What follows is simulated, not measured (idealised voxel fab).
The document below concerns the process module designated voxel wiring stack.
Pictured: cross-section cut, 190 nm wide, on a grid of 5 nm square cells.
Cross-section, as written here: a square-cell grid given band by band from the top down, where a band holds one or more rows of cells. A band entry consists of two parts. The first gives the height of the band's top and the height of its bottom, in nm. The rest lists the band's materials from left to right, each with its width in nm. A single material labelled with the word "full width" fills the band from edge to edge, and the word "air" marks empty space. Where do heights start? At 0: under that level the wafer as delivered is made of one material only. And the lowest band has no floor; it just carries on downward, as in "0 nm and below". Graded width ("30..40"): value in top row of band = first number; value in bottom row = second number; row-to-row change constant. When a step is marked "no modification", none of the cells in the cross-section changed during that step. Voids not open to the top, 8 cells minimum: see "Closed internal cavities". Written width x height at distance; distance is from the left edge; nm. That trailing text on a step's line, after the settings, is the simulator's own remark on the step. overlay nm: mask offset rightward from planned place, masked step; negative means leftward offset.

**Planned process steps**
| 1 | RECEIVE,material Si |
| 2 | CONFORMAL_DEP,material SiO2,thk nm 10 |
| 3 | CONFORMAL_DEP,material SiN,thk nm 5 |
| 4 | DIRECTIONAL_DEP,material lowk,thk nm 15 |
| 5 | DIRECTIONAL_DEP,material aC,thk nm 10 |
| 6 | PATTERN,tone open,mask id METAL_1,material resist,width nm 30,pitch nm 60,thk nm 30,overlay nm 0 |
| 7 | DIRECTIONAL_ETCH,etch materials aC,depth nm 10 |
| 8 | STRIP,etch materials resist |
| 9 | DIRECTIONAL_ETCH,etch materials lowk,depth nm 15 |
| 10 | DIRECTIONAL_ETCH,etch materials SiN,depth nm 5 |
| 11 | STRIP,etch materials aC |
| 12 | CONFORMAL_DEP,material TiN,thk nm 5 |
| 13 | FILL_DEP,material Cu,thk nm 10 |
| 14 | CMP,height nm 30 |
| 15 | EPI,material Ru,thk nm 5 |
| 16 | FILL_DEP,material SiCN,thk nm 5 |
| 17 | DIRECTIONAL_DEP,material SiO2,thk nm 15 |
| 18 | PATTERN,tone open,mask id PLUG_1,material resist,width nm 15,pitch nm 60,thk nm 20,overlay nm 0 |
| 19 | DIRECTIONAL_ETCH,etch materials SiO2,depth nm 5 |
| 20 | DIRECTIONAL_ETCH,etch materials SiCN,depth nm 5 |
| 21 | STRIP,etch materials resist |
| 22 | CONFORMAL_DEP,material TiN,thk nm 5 |
| 23 | FILL_DEP,material Ru,thk nm 10 |
| 24 | CMP,height nm 55 |
| 25 | DIRECTIONAL_DEP,material TiN,thk nm 5 |
| 26 | DIRECTIONAL_DEP,material W,thk nm 20 |
| 27 | MASKED_ETCH,tone cover,mask id METAL_2,width nm 30,pitch nm 60,etch materials W,depth nm 20,overlay nm 0 |
| 28 | MASKED_ETCH,tone cover,mask id METAL_2,width nm 30,pitch nm 60,etch materials TiN,depth nm 5,overlay nm 0 |
| 29 | FILL_DEP,material SiO2,thk nm 5 |
| 30 | CMP,height nm 80 |
| 31 | CONFORMAL_DEP,material SiCN,thk nm 5 |
The value of depth nm given for step 19 in the plan refers to the first wafer; the wafers vary in this setting and are alike at the start.

**The as-received cross-section of the first of several wafers corresponds to the state after step 1**
- 0 nm and below = Si full width
- Closed internal cavities: none

**At the end of the module, after its last step, step 31, the first of several wafers appears in cross-section as follows**
- 85 nm to 80 nm = SiCN full width
- 80 nm to 60 nm = SiO2=20, then W=30, then SiO2=30, then W=30, then SiO2=30, then W=30, then SiO2=20
- 60 nm to 50 nm = SiO2=20, then TiN=30..15, then SiO2=30..45, then TiN=30..15, then SiO2=30..45, then TiN=30..15, then SiO2=20..35
- 50 nm to 40 nm = SiO2 full width
- 40 nm to 35 nm = SiCN full width
- 35 nm to 30 nm = SiCN=15, then Ru=40, then SiCN=20, then Ru=40, then SiCN=20, then Ru=40, then SiCN=15
- 30 nm to 15 nm = lowk=20, then TiN=5, then Cu=20, then TiN=5, then lowk=30, then TiN=5, then Cu=20, then TiN=5, then lowk=30, then TiN=5, then Cu=20, then TiN=5, then lowk=20
- 15 nm to 10 nm = SiN=20, then TiN=30, then SiN=30, then TiN=30, then SiN=30, then TiN=30, then SiN=20
- 10 nm to 0 nm = SiO2 full width
- 0 nm and below = Si full width
- Closed internal cavities: none

**Of the several wafers, the last: cross-section at the end of the module**
- 85 nm to 80 nm = SiCN full width
- 80 nm to 60 nm = SiO2=20, then W=30, then SiO2=30, then W=30, then SiO2=30, then W=30, then SiO2=20
- 60 nm to 55 nm = SiO2=20, then TiN=30, then SiO2=30, then TiN=30, then SiO2=30, then TiN=30, then SiO2=20
- 55 nm to 40 nm = SiO2=20, then TiN=5, then Ru=5, then TiN=5, then SiO2=45, then TiN=5, then Ru=5, then TiN=5, then SiO2=45, then TiN=5, then Ru=5, then TiN=5, then SiO2=35
- 40 nm to 35 nm = SiCN=20, then TiN=15, then SiCN=45, then TiN=15, then SiCN=45, then TiN=15, then SiCN=35
- 35 nm to 30 nm = SiCN=15, then Ru=40, then SiCN=20, then Ru=40, then SiCN=20, then Ru=40, then SiCN=15
- 30 nm to 15 nm = lowk=20, then TiN=5, then Cu=20, then TiN=5, then lowk=30, then TiN=5, then Cu=20, then TiN=5, then lowk=30, then TiN=5, then Cu=20, then TiN=5, then lowk=20
- 15 nm to 10 nm = SiN=20, then TiN=30, then SiN=30, then TiN=30, then SiN=30, then TiN=30, then SiN=20
- 10 nm to 0 nm = SiO2 full width
- 0 nm and below = Si full width
- Closed internal cavities: none

**Below: a row per wafer. Contents at end of module: for every material, cells gained since receipt (+) or lost since receipt (-); then closed voids**
depth nm 5 | +36 Cu | +24 Ru | +90 SiCN | +20 SiN | +281 SiO2 | +63 TiN | +72 W | +60 lowk | Closed internal cavities: none
depth nm 10 | +36 Cu | +27 Ru | +90 SiCN | +20 SiN | +272 SiO2 | +69 TiN | +72 W | +60 lowk | Closed internal cavities: none
depth nm 15 | +36 Cu | +33 Ru | +81 SiCN | +20 SiN | +263 SiO2 | +81 TiN | +72 W | +60 lowk | Closed internal cavities: none
depth nm 20 | +36 Cu | +33 Ru | +81 SiCN | +20 SiN | +263 SiO2 | +81 TiN | +72 W | +60 lowk | Closed internal cavities: none
depth nm 25 | +36 Cu | +33 Ru | +81 SiCN | +20 SiN | +263 SiO2 | +81 TiN | +72 W | +60 lowk | Closed internal cavities: none
depth nm 30 | +36 Cu | +33 Ru | +81 SiCN | +20 SiN | +263 SiO2 | +81 TiN | +72 W | +60 lowk | Closed internal cavities: none
